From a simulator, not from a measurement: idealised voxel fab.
process module | voxel quadruple lines
cross-section cut | 205 nm wide | cells 5 nm
A cross-section is a grid of square cells, given in bands from the top down. A band is one or more rows of cells.
Each band's line starts with the height of the band's top and of its bottom, in nm. Then come its materials from left to right, each with its width in nm. One material with "throughout" fills the band from edge to edge. "air" is empty space.
Height 0 is the level under which the wafer as received is all one material. The lowest band goes on downwards, as in "0 down".
A width such as "30 to 40" changes by the same amount from each row of cells to the next, from the band's top row to its bottom row.
"no change" after a step means that no cell of the cross-section changed.
closed voids: empty space of 8 cells or more with no open way to the top, each as width x height at its distance from the left edge, in nm
after a step's settings: what the simulator itself notes on the step
overlay nm, on a step with a mask: how far to the right of its planned place the mask lay; to the left if negative
plan
1 op RECEIVE | material Si
2 op CONFORMAL_DEP | material Al2O3 | thk nm 5
3 op DIRECTIONAL_DEP | material Ru | thk nm 15
4 op DIRECTIONAL_DEP | material polySi | thk nm 15
5 op DIRECTIONAL_DEP | material aC | thk nm 25
6 op PATTERN | tone cover | mask id MANDREL | material resist | width nm 30 | thk nm 30 | overlay nm 0
7 op DIRECTIONAL_ETCH | etch materials aC | depth nm 25
8 op STRIP | etch materials resist
9 op CONFORMAL_DEP | material SiO2 | thk nm 10
10 op DIRECTIONAL_ETCH | etch materials SiO2 | depth nm 10
11 op STRIP | etch materials aC
12 op DIRECTIONAL_ETCH | etch materials polySi | depth nm 15
13 op STRIP | etch materials SiO2
14 op CONFORMAL_DEP | material SiCN | thk nm 10
15 op DIRECTIONAL_ETCH | etch materials SiCN | depth nm 10
16 op STRIP | etch materials polySi
17 op DIRECTIONAL_ETCH | etch materials Ru | depth nm 15
18 op STRIP | etch materials SiCN
19 op FILL_DEP | material lowk | thk nm 10
20 op CMP | height nm 20
as received, after step 1
  0 down: Si throughout
  closed voids: none
first wafer at the end, as planned
  20 to 5: lowk 65 | Ru 10 | lowk 10 | Ru 10 | lowk 10 | Ru 10 | lowk 10 | Ru 10 | lowk 70
  5 to 0: Al2O3 throughout
  0 down: Si throughout
  closed voids: none
second wafer at the end: like start, like plan, one mistake
  20 to 5: lowk 65 | Ru 10 | lowk 50 | Ru 10 | lowk 70
  5 to 0: Al2O3 throughout
  0 down: Si throughout
  closed voids: none
what went wrong: steps 11 and 12 were swapped
at the end the second wafer has, in cells: 12 fewer of Ru | 12 more of lowk
